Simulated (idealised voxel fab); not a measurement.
Process module in this document: voxel fin reveal
260 nm wide, 5 nm square cells: that's cross-section cut.
Cross-section = grid of square cells, listed top down in bands; band = one or more rows. Per band: top height and bottom height in nm, followed by the left-to-right materials and their widths in nm; "all across" marks a single material spanning edge to edge, "air" marks empty space. Heights are expressed relative to 0, this being the level below which the as-received wafer comprises one material exclusively. The lowest band is unbounded in the downward direction and is denoted as in "top 0, no bottom". Graded width ("30 to 40"): value in top row of band = first number; value in bottom row = second number; row-to-row change constant. You'll sometimes find "no modifications" written for a step, and that's the way of saying that nowhere in the cross-section did a cell change during that step. Any empty space of 8 cells or more lacking an open way to the top shows up in "Catalogued sealed voids" as width x height at distance, distance from the left edge, in nm. If you see something after the settings on a step's line, that's the simulator's own remark about that step. Each step line may optionally specify "overlay nm", which for a step with a mask gives the rightward distance between the mask's planned place and where it lay, a negative value indicating the leftward direction.

These are the steps we planned for the process:
1) RECEIVE,material Si
2) CONFORMAL_DEP,material SiN,thk nm 5
3) DIRECTIONAL_DEP,material aC,thk nm 10
4) PATTERN,tone cover,mask id FINS,material resist,width nm 15,pitch nm 35,thk nm 25,overlay nm 0
5) DIRECTIONAL_ETCH,etch materials aC,depth nm 10
6) STRIP,etch materials resist
7) DIRECTIONAL_ETCH,etch materials SiN,depth nm 5
8) DIRECTIONAL_ETCH,etch materials Si,depth nm 35
9) STRIP,etch materials aC
10) FILL_DEP,material SiO2,thk nm 5
11) CMP,height nm 5
12) SELECTIVE_ETCH,etch materials SiO2,depth nm 25
13) STRIP,etch materials SiN
14) CONFORMAL_DEP,material HfO2,thk nm 5

Run as planned: first of two wafers:

Cross-section of the incoming wafer, state after step 1:
* top 0, no bottom = Si all across
* Catalogued sealed voids: none

Wafer xsec, post step 2:
* top 5, bottom 0 = SiN all across
* Below 0, no change.

Wafer xsec, post step 3:
* top 15, bottom 5 = aC all across
* Below 5, no change.

Wafer xsec, post step 4:
* top 40, bottom 15 = 70 air; 15 resist; 20 air; 15 resist; 20 air; 15 resist; 20 air; 15 resist; 70 air
* Below 15, no change.

Wafer xsec, post step 5:
* top 30, bottom 15 = 70 air; 15 resist; 20 air; 15 resist; 20 air; 15 resist; 20 air; 15 resist; 70 air
* top 15, bottom 5 = 70 air; 15 aC; 20 air; 15 aC; 20 air; 15 aC; 20 air; 15 aC; 70 air
* Below 5, no change.

Wafer xsec, post step 6:
* top 15, bottom 5 = 70 air; 15 aC; 20 air; 15 aC; 20 air; 15 aC; 20 air; 15 aC; 70 air
* Below 5, no change.

Wafer xsec, post step 7:
* top 15, bottom 5 = 70 air; 15 aC; 20 air; 15 aC; 20 air; 15 aC; 20 air; 15 aC; 70 air
* top 5, bottom 0 = 70 air; 15 SiN; 20 air; 15 SiN; 20 air; 15 SiN; 20 air; 15 SiN; 70 air
* Below 0, no change.

Wafer xsec, post step 8:
* top 15, bottom 5 = 70 air; 15 aC; 20 air; 15 aC; 20 air; 15 aC; 20 air; 15 aC; 70 air
* top 5, bottom 0 = 70 air; 15 SiN; 20 air; 15 SiN; 20 air; 15 SiN; 20 air; 15 SiN; 70 air
* top 0, bottom -35 = 70 air; 15 Si; 20 air; 15 Si; 20 air; 15 Si; 20 air; 15 Si; 70 air
* Below -35, no change.

Wafer xsec, post step 9:
* top 5, bottom 0 = 70 air; 15 SiN; 20 air; 15 SiN; 20 air; 15 SiN; 20 air; 15 SiN; 70 air
* Below 0, no change.

Wafer xsec, post step 10:
* top 10, bottom 5 = SiO2 all across
* top 5, bottom 0 = 70 SiO2; 15 SiN; 20 SiO2; 15 SiN; 20 SiO2; 15 SiN; 20 SiO2; 15 SiN; 70 SiO2
* top 0, bottom -35 = 70 SiO2; 15 Si; 20 SiO2; 15 Si; 20 SiO2; 15 Si; 20 SiO2; 15 Si; 70 SiO2
* Below -35, no change.

Wafer xsec, post step 11:
* top 5, bottom 0 = 70 SiO2; 15 SiN; 20 SiO2; 15 SiN; 20 SiO2; 15 SiN; 20 SiO2; 15 SiN; 70 SiO2
* Below 0, no change.

Wafer xsec, post step 12:
* top 5, bottom 0 = 70 air; 15 SiN; 20 air; 15 SiN; 20 air; 15 SiN; 20 air; 15 SiN; 70 air
* top 0, bottom -20 = 70 air; 15 Si; 20 air; 15 Si; 20 air; 15 Si; 20 air; 15 Si; 70 air
* Below -20, no change.

Wafer xsec, post step 13:
* top 0, bottom -20 = 70 air; 15 Si; 20 air; 15 Si; 20 air; 15 Si; 20 air; 15 Si; 70 air
* Below -20, no change.

Wafer xsec, post step 14:
* top 5, bottom 0 = 65 air; 25 HfO2; 10 air; 25 HfO2; 10 air; 25 HfO2; 10 air; 25 HfO2; 65 air
* top 0, bottom -15 = 65 air; 5 HfO2; 15 Si; 5 HfO2; 10 air; 5 HfO2; 15 Si; 5 HfO2; 10 air; 5 HfO2; 15 Si; 5 HfO2; 10 air; 5 HfO2; 15 Si; 5 HfO2; 65 air
* top -15, bottom -20 = 70 HfO2; 15 Si; 20 HfO2; 15 Si; 20 HfO2; 15 Si; 20 HfO2; 15 Si; 70 HfO2
* Below -20, no change.

Second wafer - shared start and plan with the first - one error in running - same as the first up to step 13 inclusive:

Look at the second wafer in cross-section at the time step 14 ought to have finished: no modifications
Finding, execution versus plan: the plan's step 14 went unexecuted, having been skipped
End check, counted in cells, second wafer has more or fewer of these materials than the first: 84 fewer of HfO2
